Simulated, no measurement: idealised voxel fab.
process module | voxel self aligned contacts
cross-section cut | 250 nm wide | cells 5 nm
A cross-section is a grid of square cells, given in bands from the top down. A band is one or more rows of cells.
Each band's line starts with the height of the band's top and of its bottom, in nm. Then come its materials from left to right, each with its width in nm. One material with "throughout" fills the band from edge to edge. "air" is empty space.
Height 0 is the level under which the wafer as received is all one material. The lowest band goes on downwards, as in "0 down".
A width such as "30 to 40" changes by the same amount from each row of cells to the next, from the band's top row to its bottom row.
"no change" after a step means that no cell of the cross-section changed.
closed voids: empty space of 8 cells or more with no open way to the top, each as width x height at its distance from the left edge, in nm
after a step's settings: what the simulator itself notes on the step
overlay nm, on a step with a mask: how far to the right of its planned place the mask lay; to the left if negative
plan
1 op RECEIVE | material Si
2 op OXIDIZE | depth nm 5
3 op DIRECTIONAL_DEP | material polySi | thk nm 25
4 op DIRECTIONAL_DEP | material SiN | thk nm 25
5 op DIRECTIONAL_DEP | material aC | thk nm 15
6 op PATTERN | tone cover | mask id GATE | material resist | width nm 25 | pitch nm 65 | thk nm 30 | overlay nm 0
7 op DIRECTIONAL_ETCH | etch materials aC | depth nm 15
8 op STRIP | etch materials resist
9 op DIRECTIONAL_ETCH | etch materials SiN | depth nm 25
10 op DIRECTIONAL_ETCH | etch materials polySi | depth nm 25
11 op STRIP | etch materials aC
12 op CONFORMAL_DEP | material SiN | thk nm 10
13 op DIRECTIONAL_ETCH | etch materials SiN | depth nm 10
14 op FILL_DEP | material SiO2 | thk nm 15
15 op CMP | height nm 60
16 op PATTERN | tone open | mask id CONTACT | material resist | width nm 50 | pitch nm 65 | thk nm 20 | overlay nm 0
17 op DIRECTIONAL_ETCH | etch materials SiO2 | depth nm 65
18 op STRIP | etch materials resist
19 op CONFORMAL_DEP | material TiN | thk nm 5
20 op FILL_DEP | material W | thk nm 5
21 op CMP | height nm 60
22 op CONFORMAL_DEP | material SiN | thk nm 5
as received, after step 1
  0 down: Si throughout
  closed voids: none
first wafer at the end, as planned
  65 to 60: SiN throughout
  60 to 50: SiO2 65 | TiN 5 to 20 | W 40 to 10 | TiN 5 to 20 | SiO2 15 | TiN 5 to 20 | W 40 to 10 | TiN 5 to 20 | SiO2 70
  50 to 25: SiO2 35 | SiN 45 | TiN 5 | W 10 | TiN 5 | SiN 45 | TiN 5 | W 10 | TiN 5 | SiN 45 | SiO2 40
  25 to 0: SiO2 35 | SiN 10 | polySi 25 | SiN 10 | TiN 5 | W 10 | TiN 5 | SiN 10 | polySi 25 | SiN 10 | TiN 5 | W 10 | TiN 5 | SiN 10 | polySi 25 | SiN 10 | SiO2 40
  0 to -5: SiO2 80 | TiN 20 | SiO2 45 | TiN 20 | SiO2 85
  -5 down: Si throughout
  closed voids: none
second wafer at the end: like start, like plan, one mistake
  65 to 60: SiN throughout
  60 to 50: SiO2 65 | TiN 5 to 20 | W 40 to 10 | TiN 5 to 20 | SiO2 15 | TiN 5 to 20 | W 40 to 10 | TiN 5 to 20 | SiO2 70
  50 to 25: SiO2 35 | SiN 45 | TiN 5 | W 10 | TiN 5 | SiN 45 | TiN 5 | W 10 | TiN 5 | SiN 45 | SiO2 40
  25 to 0: SiO2 35 | SiN 10 | polySi 25 | SiN 10 | TiN 5 | W 10 | TiN 5 | SiN 10 | polySi 25 | SiN 10 | TiN 5 | W 10 | TiN 5 | SiN 10 | polySi 25 | SiN 10 | SiO2 40
  0 to -5: SiO2 80 | TiN 20 | SiO2 45 | TiN 20 | SiO2 85
  -5 to -10: SiO2 throughout
  -10 down: Si throughout
  closed voids: none
what went wrong: step 2 ran as: op OXIDIZE | depth nm 10
at the end the second wafer has, in cells: 50 fewer of Si | 50 more of SiO2
